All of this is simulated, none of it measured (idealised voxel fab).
process module | voxel ribs on slabs
cross-section cut | 160 nm wide | cells 5 nm
A cross-section is a grid of square cells, given in bands from the top down. A band is one or more rows of cells.
Each band's line starts with the height of the band's top and of its bottom, in nm. Then come its materials from left to right, each with its width in nm. One material with "throughout" fills the band from edge to edge. "air" is empty space.
Height 0 is the level under which the wafer as received is all one material. The lowest band goes on downwards, as in "0 down".
A width such as "30 to 40" changes by the same amount from each row of cells to the next, from the band's top row to its bottom row.
"no change" after a step means that no cell of the cross-section changed.
closed voids: empty space of 8 cells or more with no open way to the top, each as width x height at its distance from the left edge, in nm
after a step's settings: what the simulator itself notes on the step
overlay nm, on a step with a mask: how far to the right of its planned place the mask lay; to the left if negative
plan
1 op RECEIVE | material Si
2 op DIRECTIONAL_DEP | material SiO2 | thk nm 25
3 op DIRECTIONAL_DEP | material SiN | thk nm 20
4 op DIRECTIONAL_DEP | material aC | thk nm 10
5 op PATTERN | tone cover | mask id RIB | material resist | width nm 30 | thk nm 30 | overlay nm 0
6 op DIRECTIONAL_ETCH | etch materials aC | depth nm 10
7 op STRIP | etch materials resist
8 op DIRECTIONAL_ETCH | etch materials SiN | depth nm 10
9 op STRIP | etch materials aC
10 op DIRECTIONAL_DEP | material aC | thk nm 15
11 op PATTERN | tone cover | mask id SLAB | material resist | width nm 90 | thk nm 30 | overlay nm 0
12 op DIRECTIONAL_ETCH | etch materials aC | depth nm 15
13 op STRIP | etch materials resist
14 op DIRECTIONAL_ETCH | etch materials SiN | depth nm 10
15 op STRIP | etch materials aC
16 op FILL_DEP | material SiO2 | thk nm 25
17 op CMP | height nm 65
18 op DIRECTIONAL_DEP | material TiN | thk nm 5
19 op DIRECTIONAL_DEP | material aC | thk nm 15
20 op PATTERN | tone cover | mask id HEATER | material resist | width nm 40 | thk nm 30 | overlay nm 0
21 op DIRECTIONAL_ETCH | etch materials aC | depth nm 15
22 op STRIP | etch materials resist
23 op DIRECTIONAL_ETCH | etch materials TiN | depth nm 5
24 op STRIP | etch materials aC
25 op CONFORMAL_DEP | material SiN | thk nm 5
as received, after step 1
  0 down: Si throughout
  closed voids: none
a wafer at the end: this start, this plan, one mistake
  75 to 70: air 55 | SiN 50 | air 55
  70 to 65: SiN 60 | TiN 40 | SiN 60
  65 to 45: SiO2 throughout
  45 to 30: SiO2 65 | SiN 30 | SiO2 65
  30 to 25: SiO2 35 | SiN 90 | SiO2 35
  25 to 0: SiO2 throughout
  0 down: Si throughout
  closed voids: none
what went wrong: step 8 ran as: op DIRECTIONAL_ETCH | etch materials SiN | depth nm 15
